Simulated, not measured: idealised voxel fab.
Herein follows the process module entitled voxel self aligned contacts.
It is cross-section cut that appears here, measuring 205 nm in width, its square cells being 5 nm in size.
This document writes a cross-section as a grid whose cells are square, and gives it as bands, listed from the top down; one or more rows of cells form a band.
Top height, bottom height, nm. Materials left to right, width each, nm. Single material + "throughout" = fills band edge to edge. "air" = empty.
Counting heights begins at 0, where everything beneath is, in the wafer as received, one material. The lowest band has no bottom; it goes on downwards, as "0 down" shows.
The two numbers in a width such as "30 to 40" mark its ends across the band: the first belongs to the top row of cells, the second to the bottom row, and from each row to the next the width moves by the same amount.
Take "nothing changed" at face value: in the step it is given for, the cross-section changed in none of its cells.
Entry "Closed internal voids". Content: empty spaces with no open connection to the top, size 8 cells or greater. Each: width x height at distance. Distance: from left edge. Unit: nm.
Where a step's line continues beyond its settings, the continuation is a remark by the simulator itself on that step.
overlay nm: step with mask; distance mask lay right of planned place; negative value = left of planned place.
Process steps - plan:
1 RECEIVE with material Si
2 OXIDIZE with depth nm 5
3 DIRECTIONAL_DEP with material polySi, thk nm 30
4 DIRECTIONAL_DEP with material SiN, thk nm 20
5 MASKED_ETCH with tone cover, mask id GATE, width nm 25, pitch nm 50, etch materials SiN, depth nm 20, overlay nm 0
6 MASKED_ETCH with tone cover, mask id GATE, width nm 25, pitch nm 50, etch materials polySi, depth nm 30, overlay nm 0
7 CONFORMAL_DEP with material SiN, thk nm 5
8 DIRECTIONAL_ETCH with etch materials SiN, depth nm 5
9 FILL_DEP with material SiO2, thk nm 10
10 CMP with height nm 55
11 DIRECTIONAL_DEP with material aC, thk nm 10
12 PATTERN with tone open, mask id CONTACT, material resist, width nm 35, thk nm 25, overlay nm 0
13 DIRECTIONAL_ETCH with etch materials aC, depth nm 10
14 STRIP with etch materials resist
15 DIRECTIONAL_ETCH with etch materials SiO2, depth nm 60
16 STRIP with etch materials aC
17 CONFORMAL_DEP with material TiN, thk nm 5
18 FILL_DEP with material W, thk nm 10
19 CMP with height nm 55
20 CONFORMAL_DEP with material SiCN, thk nm 5
This is the cross-section of the wafer as we received it, i.e. after step 1:
	0 down | Si throughout
	Closed internal voids: none
End-of-module cross-section. Starting structure and process plan as above; one mistake made in running it:
	60 to 55 | SiCN throughout
	55 to 35 | 60 nm SiO2; 5 nm SiN; 25 nm polySi; 5 nm SiN; 5 nm TiN; 5 nm W; 5 nm TiN; 5 nm SiN; 25 nm polySi; 5 nm SiN; 60 nm SiO2
	35 to 30 | 60 nm SiO2; 5 nm SiN; 25 nm polySi; 5 nm SiN; 15 nm TiN; 5 nm SiN; 25 nm polySi; 5 nm SiN; 60 nm SiO2
	30 to 0 | polySi throughout
	0 to -5 | SiO2 throughout
	-5 down | Si throughout
	Closed internal voids: none
Where did the run depart from the plan? step 3 was run twice
